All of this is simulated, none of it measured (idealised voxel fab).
Process module name: voxel tone inversion
Cross-section cut: width 230 nm, square cells of 5 nm.
Heads up, the way a cross-section reads in here is a grid of square cells, handed over as bands from the top down, with every band being one or more rows of cells.
The entry gives the band's vertical extent as a top height and a bottom height in nm, then its horizontal make-up as materials from left to right, each with a width in nm. "air" stands for empty space; a single material marked "edge to edge" fills the band edge to edge.
The reference from which all heights are counted is 0, the level beneath which the as-received wafer is entirely one material; the lowest band, having no lower bound, proceeds downward and is written after the example "0 and below".
Top row gets the first number, bottom row gets the second, and each row in between changes by the same step: that is how a band width like "30 to 40" works.
Where a step carries "remained the same", the cross-section came out of it unchanged, cell for cell.
In "Sealed void listing" the enclosed voids are listed, meaning empty spaces of 8 cells or larger without any opening to the top. The form is width x height at distance, distance from the left edge, units nm.
Where a step's line continues beyond its settings, the continuation is a remark by the simulator itself on that step.
overlay nm: how far to the right of its planned place the mask lay on this masked step (negative: to the left).

[Steps in the process plan]
1 RECEIVE | material Si
2 CONFORMAL_DEP | material SiCN | thk nm 10
3 DIRECTIONAL_DEP | material aC | thk nm 25
4 PATTERN | tone cover | mask id POSTS | material resist | width nm 20 | pitch nm 35 | thk nm 30 | overlay nm 0
5 DIRECTIONAL_ETCH | etch materials aC | depth nm 25
6 STRIP | etch materials resist
7 FILL_DEP | material SiO2 | thk nm 10
8 CMP | height nm 35
9 STRIP | etch materials aC

[As-received wafer cross-section (after step 1)]
	0 and below: Si edge to edge
	Sealed void listing: none

[The cross-section shown corresponds to the wafer at the conclusion of the module. The initial structure and the process plan are those presented above; however, one mistake occurred in executing the plan]
	35 down to 25: SiCN edge to edge
	25 down to 0: aC edge to edge
	0 and below: Si edge to edge
	Sealed void listing: none
The mistake made against the process plan was this: note: step 2 <-> step 3, run order reversed vs plan
